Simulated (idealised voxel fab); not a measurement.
The following is a process module called voxel gate over fins.
Xsec cut, 155 nm wide, square cell size 5 nm.
Cross-section format: a grid of square cells, given as bands from top to bottom; each band is one or more rows of cells. It is stipulated that each band's entry specify, in nanometres, the height of the top of the band and then that of its bottom, followed by the materials of the band in left-to-right sequence, each together with its width in nanometres. A single material marked by the word "everywhere" is understood to fill the band from edge to edge; the word "blank" is understood to denote empty space. For the purposes of this specification, 0 denotes the height below which the wafer in its as-received condition is composed wholly of one material, and the lowermost band, lacking a lower limit, extends downward without end, as expressed in "0 -> down". The width entry "30..40" should be interpreted row by row: the top row of cells in the band takes the first number, the bottom row takes the second number, and the change between adjacent rows is uniform throughout. The cross-section has no changed cell in any step marked "nothing changed". Empty spaces counting at least 8 cells and having no open way to the top are listed in "Enclosed voids". The notation width x height at distance is used for each, the distance being from the left edge and all three values in nm. Anything after a step's settings on that line? It's the simulator's own note about the step. For masked steps, "overlay nm" on the step line gives how far right of plan the mask actually lay; a minus sign means it lay to the left.
INTENDED PROCESS STEPS
1,op RECEIVE | material Si
2,op CONFORMAL_DEP | material SiN | thk nm 10
3,op PATTERN | tone cover | mask id FINS | material resist | width nm 15 | pitch nm 55 | thk nm 15 | overlay nm 0
4,op DIRECTIONAL_ETCH | etch materials SiN | depth nm 10
5,op DIRECTIONAL_ETCH | etch materials Si | depth nm 30
6,op STRIP | etch materials resist
7,op FILL_DEP | material SiO2 | thk nm 15
8,op CMP | height nm 10
9,op DIRECTIONAL_DEP | material aC | thk nm 15
10,op PATTERN | tone open | mask id RAIL | material resist | width nm 15 | thk nm 30 | overlay nm 0
11,op DIRECTIONAL_ETCH | etch materials aC | depth nm 15
12,op STRIP | etch materials resist
13,op DIRECTIONAL_ETCH | etch materials SiO2 | depth nm 35
14,op STRIP | etch materials aC
15,op CONFORMAL_DEP | material TiN | thk nm 5
16,op FILL_DEP | material Ru | thk nm 5
17,op CMP | height nm 10
18,op SELECTIVE_ETCH | etch materials W Ru TiN | depth nm 20
19,op FILL_DEP | material SiO2 | thk nm 5
20,op CMP | height nm 10
21,op SELECTIVE_ETCH | etch materials SiO2 | depth nm 20
22,op STRIP | etch materials SiN
23,op CONFORMAL_DEP | material HfO2 | thk nm 5
24,op CONFORMAL_DEP | material TiN | thk nm 5
25,op FILL_DEP | material W | thk nm 15
26,op CMP | height nm 20
27,op CONFORMAL_DEP | material SiN | thk nm 10
All wafers enter the flow in the same state. The depth nm at step 18 differs from wafer to wafer, and the plan gives the value for the first wafer.
CROSS-SECTION OF THE FIRST OF SEVERAL WAFERS ON RECEIPT, REFLECTING COMPLETION OF STEP 1
> 0 -> down | Si everywhere
> Enclosed voids: none
CROSS-SECTIONAL REPRESENTATION OF THE FIRST OF SEVERAL WAFERS AT THE END OF THE MODULE, I.E. AFTER ITS TERMINAL STEP, STEP 27
> 30 -> 20 | SiN everywhere
> 20 -> 10 | W everywhere
> 10 -> 5 | W 5 / TiN 35 / W 20 / TiN 35 / W 20 / TiN 35 / W 5
> 5 -> 0 | W 5 / TiN 5 / HfO2 25 / TiN 5 / W 20 / TiN 5 / HfO2 25 / TiN 5 / W 20 / TiN 5 / HfO2 25 / TiN 5 / W 5
> 0 -> -5 | TiN 10 / HfO2 5 / Si 15 / HfO2 5 / TiN 30 / HfO2 5 / Si 15 / HfO2 5 / TiN 30 / HfO2 5 / Si 15 / HfO2 5 / TiN 10
> -5 -> -10 | HfO2 15 / Si 15 / HfO2 40 / Si 15 / HfO2 40 / Si 15 / HfO2 15
> -10 -> -20 | SiO2 15 / Si 15 / SiO2 10 / TiN 5 / Ru 5 / TiN 5 / SiO2 15 / Si 15 / SiO2 40 / Si 15 / SiO2 15
> -20 -> -25 | SiO2 15 / Si 15 / SiO2 10 / TiN 15 / SiO2 15 / Si 15 / SiO2 40 / Si 15 / SiO2 15
> -25 -> -30 | SiO2 15 / Si 15 / SiO2 40 / Si 15 / SiO2 40 / Si 15 / SiO2 15
> -30 -> down | Si everywhere
> Enclosed voids: none
CROSS-SECTION OF THE FINAL WAFER AMONG SEVERAL, TAKEN AT THE END OF THE MODULE
> 30 -> 20 | SiN everywhere
> 20 -> 10 | W everywhere
> 10 -> 5 | W 5 / TiN 35 / W 20 / TiN 35 / W 20 / TiN 35 / W 5
> 5 -> 0 | W 5 / TiN 5 / HfO2 25 / TiN 5 / W 20 / TiN 5 / HfO2 25 / TiN 5 / W 20 / TiN 5 / HfO2 25 / TiN 5 / W 5
> 0 -> -5 | TiN 10 / HfO2 5 / Si 15 / HfO2 5 / TiN 30 / HfO2 5 / Si 15 / HfO2 5 / TiN 30 / HfO2 5 / Si 15 / HfO2 5 / TiN 10
> -5 -> -10 | HfO2 15 / Si 15 / HfO2 40 / Si 15 / HfO2 40 / Si 15 / HfO2 15
> -10 -> -30 | SiO2 15 / Si 15 / SiO2 40 / Si 15 / SiO2 40 / Si 15 / SiO2 15
> -30 -> down | Si everywhere
> Enclosed voids: none
NOTE: THE FOLLOWING TABLE IS ARRANGED BY WAFER, A ROW APIECE. EACH ROW REPORTS THE END-OF-MODULE STATE: PER MATERIAL, CELLS GAINED (+) OR CELLS LOST (-) COMPARED WITH THE WAFER AS RECEIVED; CLOSED VOIDS FOLLOW
depth nm 20; +43 HfO2; +2 Ru; -132 Si; +62 SiN; +79 SiO2; +50 TiN; +82 W; Enclosed voids: none
depth nm 25; +43 HfO2; +1 Ru; -132 Si; +62 SiN; +82 SiO2; +48 TiN; +82 W; Enclosed voids: none
depth nm 30; +43 HfO2; -132 Si; +62 SiN; +85 SiO2; +46 TiN; +82 W; Enclosed voids: none
depth nm 35; +43 HfO2; -132 Si; +62 SiN; +88 SiO2; +43 TiN; +82 W; Enclosed voids: none
depth nm 40; +43 HfO2; -132 Si; +62 SiN; +88 SiO2; +43 TiN; +82 W; Enclosed voids: none
depth nm 45; +43 HfO2; -132 Si; +62 SiN; +88 SiO2; +43 TiN; +82 W; Enclosed voids: none
